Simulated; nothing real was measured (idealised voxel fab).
The document below concerns the process module designated voxel capacitor over wiring.
Square cells of 5 nm make up the cross-section cut, whose width is 155 nm.
Cross-sections here: square-cell grids, written as top-down lists of bands, a band being one or more rows of cells.
A band entry consists of two parts. The first gives the height of the band's top and the height of its bottom, in nm. The rest lists the band's materials from left to right, each with its width in nm. A single material labelled with the word "edge to edge" fills the band from edge to edge, and the word "air" marks empty space.
Heights are reckoned from 0. Under this level, the received wafer is all of one material. The bottommost band is open-ended downward, for example "0 -> down".
With a width like "30->40", each row of cells in the band differs from the next by the same amount, the top row carrying the first number and the bottom row the second.
Any step labelled "same as before" changed none of the cells in the cross-section.
In the "Non-vented voids" entry, you get each enclosed empty space of 8 cells or more, one with no open way to the top, written width x height at distance, distance from the left edge, in nm.
Formally, on a step line, whatever follows the settings is a remark that the simulator itself makes on the step.
"overlay nm", when on a step's line for a step with a mask, measures how far to the right of its planned place the mask lay; a negative measure means to the left.

-- Intended process steps
1,RECEIVE with material Si
2,CONFORMAL_DEP with material SiO2, thk nm 15
3,CONFORMAL_DEP with material SiCN, thk nm 5
4,DIRECTIONAL_DEP with material SiO2, thk nm 20
5,DIRECTIONAL_DEP with material aC, thk nm 10
6,PATTERN with tone open, mask id METAL_1, material resist, width nm 30, pitch nm 85, thk nm 30, overlay nm 0
7,DIRECTIONAL_ETCH with etch materials aC, depth nm 10
8,STRIP with etch materials resist
9,DIRECTIONAL_ETCH with etch materials SiO2, depth nm 20
10,DIRECTIONAL_ETCH with etch materials SiCN, depth nm 5
11,STRIP with etch materials aC
12,CONFORMAL_DEP with material TiN, thk nm 5
13,FILL_DEP with material Cu, thk nm 10
14,CMP with height nm 40
15,EPI with material Ru, thk nm 5
16,FILL_DEP with material SiCN, thk nm 5
17,DIRECTIONAL_DEP with material lowk, thk nm 20
18,DIRECTIONAL_DEP with material aC, thk nm 10
19,PATTERN with tone open, mask id PLUG_1, material resist, width nm 15, thk nm 30, overlay nm 0
20,DIRECTIONAL_ETCH with etch materials aC, depth nm 10
21,STRIP with etch materials resist
22,DIRECTIONAL_ETCH with etch materials lowk, depth nm 20
23,DIRECTIONAL_ETCH with etch materials SiCN, depth nm 5
24,STRIP with etch materials aC
25,EPI with material Ru, thk nm 10
26,EPI with material Ru, thk nm 10
27,EPI with material Ru, thk nm 5
28,DIRECTIONAL_DEP with material TiN, thk nm 5
29,DIRECTIONAL_DEP with material HfO2, thk nm 5
30,DIRECTIONAL_DEP with material TiN, thk nm 5
31,PATTERN with tone cover, mask id UPPER_PLATE, material resist, width nm 60, thk nm 15, overlay nm 0
32,DIRECTIONAL_ETCH with etch materials TiN, depth nm 5
33,DIRECTIONAL_ETCH with etch materials HfO2, depth nm 5
34,STRIP with etch materials resist
35,DIRECTIONAL_DEP with material aC, thk nm 15
36,PATTERN with tone cover, mask id LOWER_PLATE, material resist, width nm 70, thk nm 35, overlay nm 0
37,DIRECTIONAL_ETCH with etch materials aC, depth nm 15
38,STRIP with etch materials resist
39,DIRECTIONAL_ETCH with etch materials TiN, depth nm 5
40,STRIP with etch materials aC
41,FILL_DEP with material SiO2, thk nm 15
42,CMP with height nm 95
43,MASKED_ETCH with tone open, mask id PLUG_2, width nm 15, etch materials SiO2, depth nm 10, overlay nm 0
44,CONFORMAL_DEP with material TiN, thk nm 5
45,FILL_DEP with material W, thk nm 10
46,CMP with height nm 95
47,CONFORMAL_DEP with material SiCN, thk nm 5

-- Wafer at receipt (post step 1), cross-section
	0 -> down | Si edge to edge
	Non-vented voids: none

-- The first of two wafers, cross-sectioned at the end of the module, with the run proceeding as planned
	100 -> 95 | SiCN edge to edge
	95 -> 90 | SiO2 45, TiN 5, W 5, TiN 5, SiO2 95
	90 -> 80 | SiO2 45->35, TiN 15->60, SiO2 95->60
	80 -> 75 | SiO2 35, HfO2 60, SiO2 60
	75 -> 70 | SiO2 30, TiN 70, SiO2 55
	70 -> 50 | lowk 35, Ru 15, lowk 105
	50 -> 45 | SiCN 35, Ru 15, SiCN 105
	45 -> 40 | SiCN 15, Ru 40, SiCN 45, Ru 40, SiCN 15
	40 -> 20 | SiO2 20, TiN 5, Cu 20, TiN 5, SiO2 55, TiN 5, Cu 20, TiN 5, SiO2 20
	20 -> 15 | SiCN 20, TiN 30, SiCN 55, TiN 30, SiCN 20
	15 -> 0 | SiO2 edge to edge
	0 -> down | Si edge to edge
	Non-vented voids: none

-- Wafer two, end of module, cross-section. Same start, same plan as wafer one. One mistake in the run
	100 -> 95 | SiCN edge to edge
	95 -> 90 | SiO2 35, HfO2 60, SiO2 60
	90 -> 85 | SiO2 30, TiN 70, SiO2 55
	85 -> 65 | lowk 35, Ru 15, lowk 105
	65 -> 60 | SiCN 35, Ru 15, SiCN 105
	60 -> 55 | Ru edge to edge
	55 -> 45 | Cu edge to edge
	45 -> 40 | TiN 25, Cu 20, TiN 65, Cu 20, TiN 25
	40 -> 20 | SiO2 20, TiN 5, Cu 20, TiN 5, SiO2 55, TiN 5, Cu 20, TiN 5, SiO2 20
	20 -> 15 | SiCN 20, TiN 30, SiCN 55, TiN 30, SiCN 20
	15 -> 0 | SiO2 edge to edge
	0 -> down | Si edge to edge
	Non-vented voids: none
Misprocessing identified: step 14 from the plan never happened, it was just skipped
Cell-count delta at end, second wafer over first, by material: +70 Cu | +15 Ru | -15 SiCN | -75 SiO2 | +6 TiN | -1 W
